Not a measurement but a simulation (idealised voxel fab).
Process module, titled voxel gate over fins
The cross-section on display is named cut; it measures 215 nm wide, and its cells are 5 nm squares.
Reading order for cross-sections: top band down to bottom band. Underlying form: a grid of square cells. Band size: one or more rows of cells.
In this notation a band is specified by the heights of its top and bottom, in that order and in nm, after which its materials appear from left to right, each paired with its width in nm. The word "full width" attached to a single material means that material fills the band from edge to edge; the word "air" stands for empty space.
Ref level 0: as-received wafer is one material below here. Bottom band extends down with no lower bound ("0 and below").
The width entry "30..40" should be interpreted row by row: the top row of cells in the band takes the first number, the bottom row takes the second number, and the change between adjacent rows is uniform throughout.
Key: "no alterations made" - step with no changed cell in the cross-section.
Voids not open to the top, 8 cells minimum: see "closed voids". Written width x height at distance; distance is from the left edge; nm.
On each step's line, the part that comes after the settings is the simulator's own comment on the step.
On any step carrying a mask, the "overlay nm" setting, if present on the step's line, tells how far right of its planned place the mask lay; negative values point to the left.
THE STEPS PLANNED FOR THE PROCESS ARE AS FOLLOWS
1,op RECEIVE | material Si
2,op CONFORMAL_DEP | material SiN | thk nm 5
3,op PATTERN | tone cover | mask id FINS | material resist | width nm 15 | pitch nm 50 | thk nm 20 | overlay nm 0
4,op DIRECTIONAL_ETCH | etch materials SiN | depth nm 5
5,op DIRECTIONAL_ETCH | etch materials Si | depth nm 40
6,op STRIP | etch materials resist
7,op FILL_DEP | material SiO2 | thk nm 5
8,op CMP | height nm 0
9,op PATTERN | tone open | mask id RAIL | material resist | width nm 15 | thk nm 20 | overlay nm 0
10,op DIRECTIONAL_ETCH | etch materials SiO2 | depth nm 40
11,op STRIP | etch materials resist
12,op CONFORMAL_DEP | material TiN | thk nm 5
13,op FILL_DEP | material Ru | thk nm 10
14,op CMP | height nm 5
15,op SELECTIVE_ETCH | etch materials W Ru TiN | depth nm 25
16,op FILL_DEP | material SiO2 | thk nm 5
17,op CMP | height nm 5
18,op SELECTIVE_ETCH | etch materials SiO2 | depth nm 15
19,op STRIP | etch materials SiN
20,op CONFORMAL_DEP | material HfO2 | thk nm 5
21,op CONFORMAL_DEP | material TiN | thk nm 5
22,op CONFORMAL_DEP | material TiAl | thk nm 5
23,op CONFORMAL_DEP | material TiN | thk nm 5
24,op FILL_DEP | material W | thk nm 10
25,op CMP | height nm 25
26,op CONFORMAL_DEP | material SiN | thk nm 5
The value of height nm given for step 8 in the plan refers to the first wafer; the wafers vary in this setting and are alike at the start.
STEP 1 COMPLETE: AS-RECEIVED CROSS-SECTION OF THE FIRST OF SEVERAL WAFERS
	0 and below  Si full width
	closed voids: none
EVERY ROW IN THIS TABLE IS A WAFER AT THE END OF THE MODULE, AND IT GIVES, FOR EACH OF THE MATERIALS, THE CELLS THAT WAFER HAS GAINED (+) OR LOST (-) SINCE IT WAS RECEIVED, THEN ITS CLOSED VOIDS
height nm 0 | +59 HfO2 | +3 Ru | -248 Si | +43 SiN | +174 SiO2 | +59 TiAl | +121 TiN | +47 W | closed voids: none
height nm 5 | +59 HfO2 | +2 Ru | -248 Si | +43 SiN | +177 SiO2 | +59 TiAl | +119 TiN | +47 W | closed voids: none
height nm 10 | +59 HfO2 | +1 Ru | -248 Si | +43 SiN | +180 SiO2 | +59 TiAl | +117 TiN | +47 W | closed voids: none
